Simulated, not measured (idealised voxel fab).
process module | voxel self aligned contacts
cross-section cut | 185 nm wide | cells 5 nm
A cross-section is a grid of square cells, given in bands from the top down. A band is one or more rows of cells.
Each band's line starts with the height of the band's top and of its bottom, in nm. Then come its materials from left to right, each with its width in nm. One material with "throughout" fills the band from edge to edge. "air" is empty space.
Height 0 is the level under which the wafer as received is all one material. The lowest band goes on downwards, as in "0 down".
A width such as "30 to 40" changes by the same amount from each row of cells to the next, from the band's top row to its bottom row.
"no change" after a step means that no cell of the cross-section changed.
closed voids: empty space of 8 cells or more with no open way to the top, each as width x height at its distance from the left edge, in nm
after a step's settings: what the simulator itself notes on the step
overlay nm, on a step with a mask: how far to the right of its planned place the mask lay; to the left if negative
plan
1 op RECEIVE | material Si
2 op CONFORMAL_DEP | material SiO2 | thk nm 5
3 op DIRECTIONAL_DEP | material polySi | thk nm 25
4 op DIRECTIONAL_DEP | material SiN | thk nm 25
5 op DIRECTIONAL_DEP | material aC | thk nm 15
6 op PATTERN | tone cover | mask id GATE | material resist | width nm 35 | pitch nm 70 | thk nm 30 | overlay nm 0
7 op DIRECTIONAL_ETCH | etch materials aC | depth nm 15
8 op STRIP | etch materials resist
9 op DIRECTIONAL_ETCH | etch materials SiN | depth nm 25
10 op DIRECTIONAL_ETCH | etch materials polySi | depth nm 25
11 op STRIP | etch materials aC
12 op CONFORMAL_DEP | material SiN | thk nm 10
13 op DIRECTIONAL_ETCH | etch materials SiN | depth nm 10
14 op FILL_DEP | material SiO2 | thk nm 10
15 op CMP | height nm 60
16 op PATTERN | tone open | mask id CONTACT | material resist | width nm 55 | thk nm 20 | overlay nm 0
17 op DIRECTIONAL_ETCH | etch materials SiO2 | depth nm 60
18 op STRIP | etch materials resist
19 op CONFORMAL_DEP | material TiN | thk nm 5
20 op FILL_DEP | material W | thk nm 5
21 op CMP | height nm 60
22 op CONFORMAL_DEP | material SiCN | thk nm 5
as received, after step 1
  0 down: Si throughout
  closed voids: none
first wafer at the end, as planned
  65 to 60: SiCN throughout
  60 to 55: SiO2 65 | TiN 25 | W 5 | TiN 25 | SiO2 65
  55 to 30: SiO2 30 | SiN 55 | TiN 5 | W 5 | TiN 5 | SiN 55 | SiO2 30
  30 to 5: SiO2 30 | SiN 10 | polySi 35 | SiN 10 | TiN 5 | W 5 | TiN 5 | SiN 10 | polySi 35 | SiN 10 | SiO2 30
  5 to 0: SiO2 85 | TiN 15 | SiO2 85
  0 down: Si throughout
  closed voids: none
second wafer at the end: like start, like plan, one mistake
  65 to 60: SiCN throughout
  60 to 50: SiO2 65 | TiN 5 to 25 | W 45 to 5 | TiN 5 to 25 | SiO2 65
  50 to 25: SiO2 30 | SiN 55 | TiN 5 | W 5 | TiN 5 | SiN 55 | SiO2 30
  25 to 5: SiO2 30 | SiN 10 | polySi 35 | SiN 10 | TiN 5 | W 5 | TiN 5 | SiN 10 | polySi 35 | SiN 10 | SiO2 30
  5 to 0: SiO2 30 | SiN 10 | polySi 35 | SiN 10 | TiN 15 | SiN 10 | polySi 35 | SiN 10 | SiO2 30
  0 down: Si throughout
  closed voids: none
what went wrong: step 2 was left out
at the end the second wafer has, in cells: 8 fewer of SiO2 | 8 more of W
